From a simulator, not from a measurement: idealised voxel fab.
The name of this process module is voxel self aligned vias.
Square cell edge 5 nm, section width 170 nm, ID cut.
How to read a cross-section here: the picture is a grid of square cells, written as bands going from the top down, and any band can span one or more rows of cells. In this notation a band is specified by the heights of its top and bottom, in that order and in nm, after which its materials appear from left to right, each paired with its width in nm. The word "full width" attached to a single material means that material fills the band from edge to edge; the word "blank" stands for empty space. Beneath 0, the wafer as received is one material, and that level is where height counting begins. The lowest band goes on downward without a bottom; it is written like "0 and below". A width given as "30->40" starts at the first number in the band's top row and ends at the second number in its bottom row, shifting by an equal amount at every step from row to row. Key: "no modification" - step with no changed cell in the cross-section. In the "Voids, fully enclosed" entry, you get each enclosed empty space of 8 cells or more, one with no open way to the top, written width x height at distance, distance from the left edge, in nm. What comes after the settings on a step's line is commentary from the simulator itself on that step. overlay nm: mask right of planned place by this much (step with mask). Neg. = left.

# Listed below are the process steps as planned
- 1: RECEIVE,material Si
- 2: CONFORMAL_DEP,material SiO2,thk nm 15
- 3: CONFORMAL_DEP,material SiCN,thk nm 5
- 4: DIRECTIONAL_DEP,material lowk,thk nm 20
- 5: PATTERN,tone open,mask id LINES,material resist,width nm 20,pitch nm 55,thk nm 20,overlay nm 0
- 6: DIRECTIONAL_ETCH,etch materials lowk,depth nm 20
- 7: STRIP,etch materials resist
- 8: CONFORMAL_DEP,material TiN,thk nm 5
- 9: FILL_DEP,material Ru,thk nm 5
- 10: CMP,height nm 40
- 11: SELECTIVE_ETCH,etch materials W Ru TiN,depth nm 10
- 12: FILL_DEP,material SiN,thk nm 10
- 13: CMP,height nm 40
- 14: DIRECTIONAL_DEP,material lowk,thk nm 20
- 15: MASKED_ETCH,tone open,mask id VIAS,width nm 30,pitch nm 110,etch materials lowk,depth nm 20,overlay nm 0
- 16: MASKED_ETCH,tone open,mask id VIAS,width nm 30,pitch nm 110,etch materials SiN,depth nm 10,overlay nm 0
- 17: CONFORMAL_DEP,material TiN,thk nm 5
- 18: FILL_DEP,material Ru,thk nm 10
- 19: CMP,height nm 60
- 20: CONFORMAL_DEP,material SiN,thk nm 5

# Cross-sectional view of the wafer in its as-received condition, corresponding to the state after step 1
- 0 and below  Si full width
- Voids, fully enclosed: none

# Post-module cross-section: identical start and plan to those above, one misstep in execution
- 65 down to 60  SiN full width
- 60 down to 45  20 of lowk, 5 of TiN, 15 of Ru, 5 of TiN, 85 of lowk, 5 of TiN, 15 of Ru, 5 of TiN, 15 of lowk
- 45 down to 40  20 of lowk, 5 of TiN, 10 of Ru, 10 of TiN, 85 of lowk, 5 of TiN, 10 of Ru, 10 of TiN, 15 of lowk
- 40 down to 35  20 of lowk, 5 of TiN, 10 of Ru, 5 of TiN, 35 of lowk, 20 of SiN, 35 of lowk, 5 of TiN, 10 of Ru, 5 of TiN, 20 of lowk
- 35 down to 30  20 of lowk, 20 of TiN, 35 of lowk, 20 of SiN, 35 of lowk, 20 of TiN, 20 of lowk
- 30 down to 25  20 of lowk, 5 of TiN, 10 of Ru, 5 of TiN, 35 of lowk, 5 of TiN, 10 of Ru, 5 of TiN, 35 of lowk, 5 of TiN, 10 of Ru, 5 of TiN, 20 of lowk
- 25 down to 20  20 of lowk, 20 of TiN, 35 of lowk, 20 of TiN, 35 of lowk, 20 of TiN, 20 of lowk
- 20 down to 15  SiCN full width
- 15 down to 0  SiO2 full width
- 0 and below  Si full width
- Voids, fully enclosed: none
Which mistake was made when the wafer was run? planned and actual differ for step 15; actual: MASKED_ETCH,tone open,mask id VIAS,width nm 25,pitch nm 110,etch materials lowk,depth nm 20,overlay nm 0
